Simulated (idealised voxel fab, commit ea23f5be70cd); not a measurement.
Process module in this document: voxel ribs on slabs
This is section cut - it's 190 nm across, gridded in 5 nm square cells.
If you're reading a cross-section in this doc, picture square cells in a grid; it comes to you as bands, top ones listed first down to the bottom, and a band can be one or more rows of cells. Band: top height; bottom height; in nm. Then, left to right: material with width in nm, for each material. "edge to edge": a single material spanning edge to edge. "air": empty space. It should be noted that heights are counted from 0, beneath which the wafer as supplied is of one material throughout, and that the lowest band possesses no lower boundary but continues downward, as written in "0 nm and below". Graded width ("30..40"): value in top row of band = first number; value in bottom row = second number; row-to-row change constant. "no modification" -> step changed no cross-section cell. You'll see "Unvented internal voids" listing empty spaces that have no way open to the top, as long as they're 8 cells or more; the notation is width x height at distance, where the distance is from the left edge, and all of it is in nm. Where a step's line continues beyond its settings, the continuation is a remark by the simulator itself on that step. The line of a step may include "overlay nm". On a step with a mask, this value is how far to the right of its planned place the mask lay. A negative value means the mask lay to the left.

### Listed below are the process steps as planned
1,op RECEIVE | material Si
2,op DIRECTIONAL_DEP | material SiO2 | thk nm 30
3,op DIRECTIONAL_DEP | material polySi | thk nm 15
4,op MASKED_ETCH | tone cover | mask id RIB | width nm 25 | etch materials polySi | depth nm 10 | overlay nm 0
5,op MASKED_ETCH | tone cover | mask id SLAB | width nm 65 | etch materials polySi | depth nm 5 | overlay nm 0
6,op FILL_DEP | material SiO2 | thk nm 15
7,op CMP | height nm 55
8,op DIRECTIONAL_DEP | material TiN | thk nm 10
9,op PATTERN | tone cover | mask id HEATER | material resist | width nm 35 | thk nm 15 | overlay nm 0
10,op DIRECTIONAL_ETCH | etch materials TiN | depth nm 10
11,op STRIP | etch materials resist
12,op CONFORMAL_DEP | material SiN | thk nm 10

### First of two wafers: run as planned

### as received, after step 1
- 0 nm and below = Si edge to edge
- Unvented internal voids: none

### after step 2
- 30 nm to 0 nm = SiO2 edge to edge
- Heights below 0 show no change.

### after step 3
- 45 nm to 30 nm = polySi edge to edge
- Heights below 30 show no change.

### after step 4
- 45 nm to 35 nm = air (80)  polySi (25)  air (85)
- Heights below 35 show no change.

### after step 5
- 45 nm to 35 nm = air (80)  polySi (25)  air (85)
- 35 nm to 30 nm = air (60)  polySi (65)  air (65)
- Heights below 30 show no change.

### after step 6
- 60 nm to 45 nm = SiO2 edge to edge
- 45 nm to 35 nm = SiO2 (80)  polySi (25)  SiO2 (85)
- 35 nm to 30 nm = SiO2 (60)  polySi (65)  SiO2 (65)
- Heights below 30 show no change.

### after step 7
- 55 nm to 45 nm = SiO2 edge to edge
- Heights below 45 show no change.

### after step 8
- 65 nm to 55 nm = TiN edge to edge
- Heights below 55 show no change.

### after step 9
- 80 nm to 65 nm = air (75)  resist (35)  air (80)
- Heights below 65 show no change.

### after step 10
- 80 nm to 65 nm = air (75)  resist (35)  air (80)
- 65 nm to 55 nm = air (75)  TiN (35)  air (80)
- Heights below 55 show no change.

### after step 11
- 65 nm to 55 nm = air (75)  TiN (35)  air (80)
- Heights below 55 show no change.

### after step 12
- 75 nm to 65 nm = air (65)  SiN (55)  air (70)
- 65 nm to 55 nm = SiN (75)  TiN (35)  SiN (80)
- Heights below 55 show no change.

### The second wafer: identical to the first at the outset and in its planned sequence, differing only in that one mistake was made during processing; up to and including step 4, its path is the first wafer's path

### Second wafer, sectioned view, at step 5's planned end time
- 40 nm to 35 nm = air (80)  polySi (25)  air (85)
- 35 nm to 30 nm = polySi (60)  air (20)  polySi (25)  air (20)  polySi (65)
- Heights below 30 show no change.

### Second wafer, sectioned view, at step 6's planned end time
- 55 nm to 40 nm = SiO2 edge to edge
- 40 nm to 35 nm = SiO2 (80)  polySi (25)  SiO2 (85)
- 35 nm to 30 nm = polySi (60)  SiO2 (20)  polySi (25)  SiO2 (20)  polySi (65)
- Heights below 30 show no change.

Second wafer, sectioned view, at step 7's planned end time: no modification

### Second wafer, sectioned view, at step 8's planned end time
- 65 nm to 55 nm = TiN edge to edge
- Heights below 55 show no change.

### Second wafer, sectioned view, at step 9's planned end time
- 80 nm to 65 nm = air (75)  resist (35)  air (80)
- Heights below 65 show no change.

### Second wafer, sectioned view, at step 10's planned end time
- 80 nm to 65 nm = air (75)  resist (35)  air (80)
- 65 nm to 55 nm = air (75)  TiN (35)  air (80)
- Heights below 55 show no change.

### Second wafer, sectioned view, at step 11's planned end time
- 65 nm to 55 nm = air (75)  TiN (35)  air (80)
- Heights below 55 show no change.

### Second wafer, sectioned view, at step 12's planned end time
- 75 nm to 65 nm = air (65)  SiN (55)  air (70)
- 65 nm to 55 nm = SiN (75)  TiN (35)  SiN (80)
- Heights below 55 show no change.
In executing the process, a mistake was made relative to the plan: step 5 went in with a setting other than planned; the actual run was op MASKED_ETCH | tone open | mask id SLAB | width nm 65 | etch materials polySi | depth nm 5 | overlay nm 0
Final comparison by cell count, materials where the second wafer has more or fewer than the first: SiO2: 12 fewer, polySi: 12 more
